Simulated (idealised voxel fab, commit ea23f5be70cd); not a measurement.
You're looking at the process module voxel self aligned vias.
Cross-sectional view cut (width: 235 nm; square cell size: 5 nm).
Just so we're on the same page, the cross-sections are grids of square cells, and they're listed out in bands top to bottom, each band one or more rows deep. Basically the band line says how high the top is and how high the bottom is, in nm, and then what's in it from left to right, every material with its width in nm. Empty space shows up as "air", and if a single material carries "full width" it runs the full band edge to edge. Beneath 0, the wafer as received is one material, and that level is where height counting begins. The lowest band goes on downward without a bottom; it is written like "0 down". Width "30..40": first value at the band's top row of cells, second value at its bottom row, equal change from row to row. What does "left unchanged" mean for a step? It means no cell of the cross-section changed in that step. So "Cavities, closed" is basically the list of trapped voids: any empty space of 8 cells or more that can't reach the top through an opening. They're written width x height at distance, the distance being from the left edge, and it's all nm. Anything after a step's settings on that line? It's the simulator's own note about the step. overlay nm: mask offset rightward from planned place, masked step; negative means leftward offset.

Steps planned for the process:
1. RECEIVE (material Si)
2. CONFORMAL_DEP (material SiO2; thk nm 10)
3. CONFORMAL_DEP (material SiCN; thk nm 5)
4. DIRECTIONAL_DEP (material lowk; thk nm 20)
5. PATTERN (tone open; mask id LINES; material resist; width nm 20; pitch nm 60; thk nm 20; overlay nm 0)
6. DIRECTIONAL_ETCH (etch materials lowk; depth nm 10)
7. STRIP (etch materials resist)
8. CONFORMAL_DEP (material TiN; thk nm 5)
9. FILL_DEP (material W; thk nm 5)
10. CMP (height nm 35)
11. SELECTIVE_ETCH (etch materials W Ru TiN; depth nm 10)
12. FILL_DEP (material SiN; thk nm 10)
13. CMP (height nm 35)
14. DIRECTIONAL_DEP (material lowk; thk nm 15)
15. PATTERN (tone open; mask id VIAS; material resist; width nm 40; pitch nm 60; thk nm 20; overlay nm 0)
16. DIRECTIONAL_ETCH (etch materials lowk; depth nm 15)
17. DIRECTIONAL_ETCH (etch materials SiN; depth nm 10)
18. STRIP (etch materials resist)
19. CONFORMAL_DEP (material TiN; thk nm 5)
20. FILL_DEP (material W; thk nm 5)
21. CMP (height nm 50)
22. CONFORMAL_DEP (material SiCN; thk nm 5)
Quick note for whoever runs this: the wafers start identical, but the depth nm at step 6 isn't the same across them. The plan just shows what the first wafer had.

The first of several wafers as received, shown in cross-section; this is its state after step 1:
> 0 down: Si full width
> Cavities, closed: none

So in this table every wafer gets its own row, and what you see is where it stands at the end of the module: for each material, how many cells it picked up (+) or gave up (-) since we received it, and after that its closed voids:
depth nm 10 | +94 SiCN | +94 SiO2 | +48 TiN | +48 W | +233 lowk | Cavities, closed: none
depth nm 15 | +94 SiCN | +94 SiO2 | +60 TiN | +48 W | +221 lowk | Cavities, closed: none
depth nm 20 | +94 SiCN | +94 SiO2 | +66 TiN | +54 W | +209 lowk | Cavities, closed: none
depth nm 25 | +94 SiCN | +94 SiO2 | +66 TiN | +54 W | +209 lowk | Cavities, closed: none
depth nm 30 | +94 SiCN | +94 SiO2 | +66 TiN | +54 W | +209 lowk | Cavities, closed: none
depth nm 35 | +94 SiCN | +94 SiO2 | +66 TiN | +54 W | +209 lowk | Cavities, closed: none
